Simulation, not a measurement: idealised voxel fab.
This section sets out a process module, namely voxel air gaps.
Cross-section cut spans 270 nm and uses square cells 5 nm in size.
This document writes a cross-section as a grid whose cells are square, and gives it as bands, listed from the top down; one or more rows of cells form a band. Band entry format. Leading values: height of top, height of bottom, nm. Remainder: materials in left-to-right order, each with its width in nm. Special words: "everywhere" on a single material, which then fills the band edge to edge; "blank", empty space. Height datum 0, below which the as-received substrate wafer is one material. Lowest band open at the bottom, running downward: "0 down". When a width is written as two numbers, as in "30->40", the first number is the width in the top row of cells of the band and the second is the width in its bottom row, and the width changes by the same amount from each row to the next. "nothing altered" (step): cross-section cells unchanged, all of them. Entry "Trapped void list" = empty spaces >= 8 cells with no open way to the top; each as width x height at distance, distance from left edge, all nm. Step line, after settings: the simulator's comment on this step. "overlay nm" on a masked step: distance the mask lay right of its planned place, negative for left.

[The steps planned for the process are as follows]
1,RECEIVE with material Si
2,CONFORMAL_DEP with material SiO2, thk nm 10
3,CONFORMAL_DEP with material SiCN, thk nm 5
4,DIRECTIONAL_DEP with material SiO2, thk nm 40
5,PATTERN with tone open, mask id LINES, material resist, width nm 25, pitch nm 55, thk nm 15, overlay nm 0
6,DIRECTIONAL_ETCH with etch materials SiO2, depth nm 40
7,STRIP with etch materials resist
8,CONFORMAL_DEP with material TiN, thk nm 5
9,FILL_DEP with material Ru, thk nm 5
10,CMP with height nm 55
11,EPI with material Ru, thk nm 10
12,SELECTIVE_ETCH with etch materials SiO2, depth nm 50
13,CONFORMAL_DEP with material SiCN, thk nm 5

[The first of two wafers, run as planned]

[This is the cross-section of the wafer as we received it, i.e. after step 1]
	0 down = Si everywhere
	Trapped void list: none

[after step 2]
	10 to 0 = SiO2 everywhere
	Heights below 0 show no change.

[after step 3]
	15 to 10 = SiCN everywhere
	Heights below 10 show no change.

[after step 4]
	55 to 15 = SiO2 everywhere
	Heights below 15 show no change.

[after step 5]
	70 to 55 = 65 resist, then 25 blank, then 30 resist, then 25 blank, then 30 resist, then 25 blank, then 70 resist
	Heights below 55 show no change.

[after step 6]
	70 to 55 = 65 resist, then 25 blank, then 30 resist, then 25 blank, then 30 resist, then 25 blank, then 70 resist
	55 to 15 = 65 SiO2, then 25 blank, then 30 SiO2, then 25 blank, then 30 SiO2, then 25 blank, then 70 SiO2
	Heights below 15 show no change.

[after step 7]
	55 to 15 = 65 SiO2, then 25 blank, then 30 SiO2, then 25 blank, then 30 SiO2, then 25 blank, then 70 SiO2
	Heights below 15 show no change.

[after step 8]
	60 to 55 = 70 TiN, then 15 blank, then 40 TiN, then 15 blank, then 40 TiN, then 15 blank, then 75 TiN
	55 to 20 = 65 SiO2, then 5 TiN, then 15 blank, then 5 TiN, then 30 SiO2, then 5 TiN, then 15 blank, then 5 TiN, then 30 SiO2, then 5 TiN, then 15 blank, then 5 TiN, then 70 SiO2
	20 to 15 = 65 SiO2, then 25 TiN, then 30 SiO2, then 25 TiN, then 30 SiO2, then 25 TiN, then 70 SiO2
	Heights below 15 show no change.

[after step 9]
	65 to 60 = Ru everywhere
	60 to 55 = 70 TiN, then 15 Ru, then 40 TiN, then 15 Ru, then 40 TiN, then 15 Ru, then 75 TiN
	55 to 20 = 65 SiO2, then 5 TiN, then 15 Ru, then 5 TiN, then 30 SiO2, then 5 TiN, then 15 Ru, then 5 TiN, then 30 SiO2, then 5 TiN, then 15 Ru, then 5 TiN, then 70 SiO2
	Heights below 20 show no change.

[after step 10]
	55 to 20 = 65 SiO2, then 5 TiN, then 15 Ru, then 5 TiN, then 30 SiO2, then 5 TiN, then 15 Ru, then 5 TiN, then 30 SiO2, then 5 TiN, then 15 Ru, then 5 TiN, then 70 SiO2
	Heights below 20 show no change.

[after step 11]
	65 to 55 = 55 blank, then 45 Ru, then 10 blank, then 45 Ru, then 10 blank, then 45 Ru, then 60 blank
	Heights below 55 show no change.

[after step 12]
	65 to 55 = 55 blank, then 45 Ru, then 10 blank, then 45 Ru, then 10 blank, then 45 Ru, then 60 blank
	55 to 20 = 65 blank, then 5 TiN, then 15 Ru, then 5 TiN, then 30 blank, then 5 TiN, then 15 Ru, then 5 TiN, then 30 blank, then 5 TiN, then 15 Ru, then 5 TiN, then 70 blank
	20 to 15 = 65 blank, then 25 TiN, then 30 blank, then 25 TiN, then 30 blank, then 25 TiN, then 70 blank
	Heights below 15 show no change.

[after step 13]
	70 to 65 = 50 blank, then 165 SiCN, then 55 blank
	65 to 55 = 50 blank, then 5 SiCN, then 45 Ru, then 10 SiCN, then 45 Ru, then 10 SiCN, then 45 Ru, then 5 SiCN, then 55 blank
	55 to 50 = 50 blank, then 15 SiCN, then 5 TiN, then 15 Ru, then 5 TiN, then 30 SiCN, then 5 TiN, then 15 Ru, then 5 TiN, then 30 SiCN, then 5 TiN, then 15 Ru, then 5 TiN, then 15 SiCN, then 55 blank
	50 to 20 = 60 blank, then 5 SiCN, then 5 TiN, then 15 Ru, then 5 TiN, then 5 SiCN, then 20 blank, then 5 SiCN, then 5 TiN, then 15 Ru, then 5 TiN, then 5 SiCN, then 20 blank, then 5 SiCN, then 5 TiN, then 15 Ru, then 5 TiN, then 5 SiCN, then 65 blank
	20 to 15 = 65 SiCN, then 25 TiN, then 30 SiCN, then 25 TiN, then 30 SiCN, then 25 TiN, then 70 SiCN
	Heights below 15 show no change.
	Trapped void list: 20 x 30 at 95; 20 x 30 at 150

[Second of two: same start, same plan, one run error; steps up to and including 4 match the first]

[Look at the second wafer in cross-section at the time step 5 ought to have finished]
	70 to 55 = 55 resist, then 25 blank, then 30 resist, then 25 blank, then 30 resist, then 25 blank, then 80 resist
	Heights below 55 show no change.

[Look at the second wafer in cross-section at the time step 6 ought to have finished]
	70 to 55 = 55 resist, then 25 blank, then 30 resist, then 25 blank, then 30 resist, then 25 blank, then 80 resist
	55 to 15 = 55 SiO2, then 25 blank, then 30 SiO2, then 25 blank, then 30 SiO2, then 25 blank, then 80 SiO2
	Heights below 15 show no change.

[Look at the second wafer in cross-section at the time step 7 ought to have finished]
	55 to 15 = 55 SiO2, then 25 blank, then 30 SiO2, then 25 blank, then 30 SiO2, then 25 blank, then 80 SiO2
	Heights below 15 show no change.

[Look at the second wafer in cross-section at the time step 8 ought to have finished]
	60 to 55 = 60 TiN, then 15 blank, then 40 TiN, then 15 blank, then 40 TiN, then 15 blank, then 85 TiN
	55 to 20 = 55 SiO2, then 5 TiN, then 15 blank, then 5 TiN, then 30 SiO2, then 5 TiN, then 15 blank, then 5 TiN, then 30 SiO2, then 5 TiN, then 15 blank, then 5 TiN, then 80 SiO2
	20 to 15 = 55 SiO2, then 25 TiN, then 30 SiO2, then 25 TiN, then 30 SiO2, then 25 TiN, then 80 SiO2
	Heights below 15 show no change.

[Look at the second wafer in cross-section at the time step 9 ought to have finished]
	65 to 60 = Ru everywhere
	60 to 55 = 60 TiN, then 15 Ru, then 40 TiN, then 15 Ru, then 40 TiN, then 15 Ru, then 85 TiN
	55 to 20 = 55 SiO2, then 5 TiN, then 15 Ru, then 5 TiN, then 30 SiO2, then 5 TiN, then 15 Ru, then 5 TiN, then 30 SiO2, then 5 TiN, then 15 Ru, then 5 TiN, then 80 SiO2
	Heights below 20 show no change.

[Look at the second wafer in cross-section at the time step 10 ought to have finished]
	55 to 20 = 55 SiO2, then 5 TiN, then 15 Ru, then 5 TiN, then 30 SiO2, then 5 TiN, then 15 Ru, then 5 TiN, then 30 SiO2, then 5 TiN, then 15 Ru, then 5 TiN, then 80 SiO2
	Heights below 20 show no change.

[Look at the second wafer in cross-section at the time step 11 ought to have finished]
	65 to 55 = 45 blank, then 45 Ru, then 10 blank, then 45 Ru, then 10 blank, then 45 Ru, then 70 blank
	Heights below 55 show no change.

[Look at the second wafer in cross-section at the time step 12 ought to have finished]
	65 to 55 = 45 blank, then 45 Ru, then 10 blank, then 45 Ru, then 10 blank, then 45 Ru, then 70 blank
	55 to 20 = 55 blank, then 5 TiN, then 15 Ru, then 5 TiN, then 30 blank, then 5 TiN, then 15 Ru, then 5 TiN, then 30 blank, then 5 TiN, then 15 Ru, then 5 TiN, then 80 blank
	20 to 15 = 55 blank, then 25 TiN, then 30 blank, then 25 TiN, then 30 blank, then 25 TiN, then 80 blank
	Heights below 15 show no change.

[Look at the second wafer in cross-section at the time step 13 ought to have finished]
	70 to 65 = 40 blank, then 165 SiCN, then 65 blank
	65 to 55 = 40 blank, then 5 SiCN, then 45 Ru, then 10 SiCN, then 45 Ru, then 10 SiCN, then 45 Ru, then 5 SiCN, then 65 blank
	55 to 50 = 40 blank, then 15 SiCN, then 5 TiN, then 15 Ru, then 5 TiN, then 30 SiCN, then 5 TiN, then 15 Ru, then 5 TiN, then 30 SiCN, then 5 TiN, then 15 Ru, then 5 TiN, then 15 SiCN, then 65 blank
	50 to 20 = 50 blank, then 5 SiCN, then 5 TiN, then 15 Ru, then 5 TiN, then 5 SiCN, then 20 blank, then 5 SiCN, then 5 TiN, then 15 Ru, then 5 TiN, then 5 SiCN, then 20 blank, then 5 SiCN, then 5 TiN, then 15 Ru, then 5 TiN, then 5 SiCN, then 75 blank
	20 to 15 = 55 SiCN, then 25 TiN, then 30 SiCN, then 25 TiN, then 30 SiCN, then 25 TiN, then 80 SiCN
	Heights below 15 show no change.
	Trapped void list: 20 x 30 at 85; 20 x 30 at 140
Short version of what went wrong: step 5 deviated from plan and actually ran as PATTERN with tone open, mask id LINES, material resist, width nm 25, pitch nm 55, thk nm 15, overlay nm -10
Upon completion, the cell count for each material on the second wafer equals that on the first, whereas the spatial distribution of those cells differs.
